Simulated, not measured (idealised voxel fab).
Process module heading - voxel self aligned vias
Section cut is 155 nm wide and gridded with 5 nm square cells.
This document writes a cross-section as a grid whose cells are square, and gives it as bands, listed from the top down; one or more rows of cells form a band.
Look at the band entry: it leads with the top's height and the bottom's height in nm. Then it lists the materials left to right, with a width in nm for each. The word "everywhere" on a single material says that material fills the band edge to edge. The word "air" is empty space.
The level at which height equals 0 is the one under which the wafer, as it arrives, is entirely one material. No lower edge exists for the bottom band, which continues downward and is notated as in "from 0 down".
Width "30->40": first value at the band's top row of cells, second value at its bottom row, equal change from row to row.
"stayed the same" for a step: no cell of the cross-section changed in that step.
The label "Cavities, sealed" introduces a list of the empty spaces, 8 cells or larger, that have no open way up to the top; each entry in it reads width x height at distance, where the distance is taken from the left edge and all three are stated in nm.
after a step's settings: what the simulator itself notes on the step
overlay nm, on a step with a mask: how far to the right of its planned place the mask lay; to the left if negative
So here's the lineup of process steps we planned
1: op RECEIVE | material Si
2: op CONFORMAL_DEP | material SiO2 | thk nm 15
3: op CONFORMAL_DEP | material SiCN | thk nm 5
4: op DIRECTIONAL_DEP | material SiO2 | thk nm 20
5: op DIRECTIONAL_DEP | material aC | thk nm 15
6: op PATTERN | tone open | mask id LINES | material resist | width nm 20 | pitch nm 70 | thk nm 30 | overlay nm 0
7: op DIRECTIONAL_ETCH | etch materials aC | depth nm 15
8: op STRIP | etch materials resist
9: op DIRECTIONAL_ETCH | etch materials SiO2 | depth nm 20
10: op STRIP | etch materials aC
11: op CONFORMAL_DEP | material TiN | thk nm 5
12: op FILL_DEP | material W | thk nm 10
13: op CMP | height nm 40
14: op SELECTIVE_ETCH | etch materials W Ru TiN | depth nm 5
15: op FILL_DEP | material SiN | thk nm 10
16: op CMP | height nm 40
17: op DIRECTIONAL_DEP | material SiO2 | thk nm 20
18: op DIRECTIONAL_DEP | material aC | thk nm 10
19: op PATTERN | tone open | mask id VIAS | material resist | width nm 40 | thk nm 30 | overlay nm 0
20: op DIRECTIONAL_ETCH | etch materials aC | depth nm 10
21: op STRIP | etch materials resist
22: op DIRECTIONAL_ETCH | etch materials SiO2 | depth nm 20
23: op DIRECTIONAL_ETCH | etch materials SiN | depth nm 5
24: op STRIP | etch materials aC
25: op CONFORMAL_DEP | material TiN | thk nm 5
26: op FILL_DEP | material Cu | thk nm 5
27: op CMP | height nm 60
28: op CONFORMAL_DEP | material SiN | thk nm 5
Cross-sectional view of the wafer in its as-received condition, corresponding to the state after step 1
    from 0 down | Si everywhere
    Cavities, sealed: none
End state of the module in cross-section, given the above starting point and plan and one mistake in execution
    from 65 to 60 | SiN everywhere
    from 60 to 45 | SiO2: 20; TiN: 5; Cu: 30; TiN: 5; SiO2: 95
    from 45 to 40 | SiO2: 20; TiN: 10; Cu: 10; TiN: 20; SiO2: 95
    from 40 to 35 | SiO2: 25; TiN: 20; SiO2: 50; SiN: 20; SiO2: 40
    from 35 to 25 | SiO2: 25; TiN: 5; W: 10; TiN: 5; SiO2: 50; TiN: 5; W: 10; TiN: 5; SiO2: 40
    from 25 to 20 | SiO2: 25; TiN: 20; SiO2: 50; TiN: 20; SiO2: 40
    from 20 to 15 | SiCN everywhere
    from 15 to 0 | SiO2 everywhere
    from 0 down | Si everywhere
    Cavities, sealed: none
Plan not followed: step 6 ran with different settings than intended, the actual operation and settings being op PATTERN | tone open | mask id LINES | material resist | width nm 20 | pitch nm 70 | thk nm 30 | overlay nm -5
